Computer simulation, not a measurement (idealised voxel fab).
Documented hereafter: the process module known as voxel self aligned vias.
Pictured: cross-section cut, 280 nm wide, on a grid of 5 nm square cells.
Throughout this document, each cross-section is represented as a grid of square cells and is presented as a sequence of bands enumerated from the top downward, where a band comprises one or more rows of cells. In this notation a band is specified by the heights of its top and bottom, in that order and in nm, after which its materials appear from left to right, each paired with its width in nm. The word "edge to edge" attached to a single material means that material fills the band from edge to edge; the word "air" stands for empty space. Convention: height 0 is the level below which the wafer, as received, is all one material. The lowest band does not terminate at the bottom but continues downward, represented as "top 0, no bottom". The expression "30..40" gives the width at the extremes of the band, the first number at its top row of cells and the second at its bottom row, with the width changing by equal amounts from each row to the next in between. "nothing got changed" for a step: no cell of the cross-section changed in that step. Empty spaces counting at least 8 cells and having no open way to the top are listed in "Closed void table". The notation width x height at distance is used for each, the distance being from the left edge and all three values in nm. Anything after a step's settings on that line? It's the simulator's own note about the step. You can add "overlay nm" to a step's line. For a step with a mask, it describes how far the mask lay to the right of its planned position, and a negative number describes a lay to the left.

## The following list gives the planned process steps
step 1: RECEIVE [material Si]
step 2: CONFORMAL_DEP [material SiO2] [thk nm 10]
step 3: CONFORMAL_DEP [material SiCN] [thk nm 5]
step 4: DIRECTIONAL_DEP [material lowk] [thk nm 25]
step 5: MASKED_ETCH [tone open] [mask id LINES] [width nm 20] [pitch nm 45] [etch materials lowk] [depth nm 25] [overlay nm 0]
step 6: CONFORMAL_DEP [material TiN] [thk nm 5]
step 7: FILL_DEP [material W] [thk nm 10]
step 8: CMP [height nm 40]
step 9: SELECTIVE_ETCH [etch materials W Ru TiN] [depth nm 5]
step 10: FILL_DEP [material SiN] [thk nm 5]
step 11: CMP [height nm 40]
step 12: DIRECTIONAL_DEP [material lowk] [thk nm 15]
step 13: PATTERN [tone open] [mask id VIAS] [material resist] [width nm 30] [thk nm 20] [overlay nm 0]
step 14: DIRECTIONAL_ETCH [etch materials lowk] [depth nm 15]
step 15: DIRECTIONAL_ETCH [etch materials SiN] [depth nm 5]
step 16: STRIP [etch materials resist]
step 17: CONFORMAL_DEP [material TiN] [thk nm 5]
step 18: FILL_DEP [material Ru] [thk nm 10]
step 19: CMP [height nm 55]
step 20: CONFORMAL_DEP [material SiCN] [thk nm 5]

## The first of two wafers, run as planned

## as received, after step 1
  top 0, no bottom  Si edge to edge
  Closed void table: none

## After step 2: wafer cross-section
  top 10, bottom 0  SiO2 edge to edge
  Nothing below the height 0 has changed.

## After step 3: wafer cross-section
  top 15, bottom 10  SiCN edge to edge
  Nothing below the height 10 has changed.

## After step 4: wafer cross-section
  top 40, bottom 15  lowk edge to edge
  Nothing below the height 15 has changed.

## After step 5: wafer cross-section
  top 40, bottom 15  lowk (105); air (20); lowk (25); air (20); lowk (110)
  Nothing below the height 15 has changed.

## After step 6: wafer cross-section
  top 45, bottom 40  TiN (110); air (10); TiN (35); air (10); TiN (115)
  top 40, bottom 20  lowk (105); TiN (5); air (10); TiN (5); lowk (25); TiN (5); air (10); TiN (5); lowk (110)
  top 20, bottom 15  lowk (105); TiN (20); lowk (25); TiN (20); lowk (110)
  Nothing below the height 15 has changed.

## After step 7: wafer cross-section
  top 55, bottom 45  W edge to edge
  top 45, bottom 40  TiN (110); W (10); TiN (35); W (10); TiN (115)
  top 40, bottom 20  lowk (105); TiN (5); W (10); TiN (5); lowk (25); TiN (5); W (10); TiN (5); lowk (110)
  Nothing below the height 20 has changed.

## After step 8: wafer cross-section
  top 40, bottom 20  lowk (105); TiN (5); W (10); TiN (5); lowk (25); TiN (5); W (10); TiN (5); lowk (110)
  Nothing below the height 20 has changed.

## After step 9: wafer cross-section
  top 40, bottom 35  lowk (105); air (20); lowk (25); air (20); lowk (110)
  Nothing below the height 35 has changed.

## After step 10: wafer cross-section
  top 45, bottom 40  SiN edge to edge
  top 40, bottom 35  lowk (105); SiN (20); lowk (25); SiN (20); lowk (110)
  Nothing below the height 35 has changed.

## After step 11: wafer cross-section
  top 40, bottom 35  lowk (105); SiN (20); lowk (25); SiN (20); lowk (110)
  Nothing below the height 35 has changed.

## After step 12: wafer cross-section
  top 55, bottom 40  lowk edge to edge
  Nothing below the height 40 has changed.

## After step 13: wafer cross-section
  top 75, bottom 55  resist (100); air (30); resist (150)
  Nothing below the height 55 has changed.

## After step 14: wafer cross-section
  top 75, bottom 55  resist (100); air (30); resist (150)
  top 55, bottom 40  lowk (100); air (30); lowk (150)
  Nothing below the height 40 has changed.

## After step 15: wafer cross-section
  top 75, bottom 55  resist (100); air (30); resist (150)
  top 55, bottom 40  lowk (100); air (30); lowk (150)
  top 40, bottom 35  lowk (105); air (20); lowk (25); SiN (20); lowk (110)
  Nothing below the height 35 has changed.

## After step 16: wafer cross-section
  top 55, bottom 40  lowk (100); air (30); lowk (150)
  Nothing below the height 40 has changed.

## After step 17: wafer cross-section
  top 60, bottom 55  TiN (105); air (20); TiN (155)
  top 55, bottom 45  lowk (100); TiN (5); air (20); TiN (5); lowk (150)
  top 45, bottom 40  lowk (100); TiN (10); air (10); TiN (10); lowk (150)
  top 40, bottom 35  lowk (105); TiN (20); lowk (25); SiN (20); lowk (110)
  Nothing below the height 35 has changed.

## After step 18: wafer cross-section
  top 70, bottom 60  Ru edge to edge
  top 60, bottom 55  TiN (105); Ru (20); TiN (155)
  top 55, bottom 45  lowk (100); TiN (5); Ru (20); TiN (5); lowk (150)
  top 45, bottom 40  lowk (100); TiN (10); Ru (10); TiN (10); lowk (150)
  Nothing below the height 40 has changed.

## After step 19: wafer cross-section
  top 55, bottom 45  lowk (100); TiN (5); Ru (20); TiN (5); lowk (150)
  Nothing below the height 45 has changed.

## After step 20: wafer cross-section
  top 60, bottom 55  SiCN edge to edge
  Nothing below the height 55 has changed.

## Second Wafer (Identical Start and Plan, One Processing Error; Matches First Wafer Through Step 13)

## Cross-section of the second wafer corresponding to the planned conclusion of step 14
  top 75, bottom 55  resist (100); air (30); resist (150)
  top 55, bottom 40  lowk (100); air (30); lowk (150)
  top 40, bottom 35  lowk (100); air (5); SiN (20); air (5); lowk (20); SiN (20); lowk (110)
  top 35, bottom 25  lowk (100); air (5); TiN (5); W (10); TiN (5); air (5); lowk (20); TiN (5); W (10); TiN (5); lowk (110)
  Nothing below the height 25 has changed.

## Cross-section of the second wafer corresponding to the planned conclusion of step 15
  top 75, bottom 55  resist (100); air (30); resist (150)
  top 55, bottom 40  lowk (100); air (30); lowk (150)
  top 40, bottom 35  lowk (100); air (30); lowk (20); SiN (20); lowk (110)
  Nothing below the height 35 has changed.

## Cross-section of the second wafer corresponding to the planned conclusion of step 16
  top 55, bottom 40  lowk (100); air (30); lowk (150)
  Nothing below the height 40 has changed.

## Cross-section of the second wafer corresponding to the planned conclusion of step 17
  top 60, bottom 55  TiN (105); air (20); TiN (155)
  top 55, bottom 40  lowk (100); TiN (5); air (20); TiN (5); lowk (150)
  top 40, bottom 35  lowk (100); TiN (30); lowk (20); SiN (20); lowk (110)
  top 35, bottom 25  lowk (100); TiN (10); W (10); TiN (10); lowk (20); TiN (5); W (10); TiN (5); lowk (110)
  Nothing below the height 25 has changed.

## Cross-section of the second wafer corresponding to the planned conclusion of step 18
  top 70, bottom 60  Ru edge to edge
  top 60, bottom 55  TiN (105); Ru (20); TiN (155)
  top 55, bottom 40  lowk (100); TiN (5); Ru (20); TiN (5); lowk (150)
  Nothing below the height 40 has changed.

## Cross-section of the second wafer corresponding to the planned conclusion of step 19
  top 55, bottom 40  lowk (100); TiN (5); Ru (20); TiN (5); lowk (150)
  Nothing below the height 40 has changed.

## Cross-section of the second wafer corresponding to the planned conclusion of step 20
  top 60, bottom 55  SiCN edge to edge
  Nothing below the height 55 has changed.
Misprocessing identified: execution of plan step 14 occurred twice
Final wafer comparison in cells, second versus first, more or fewer per material: Ru +2 | TiN +4 | lowk -6
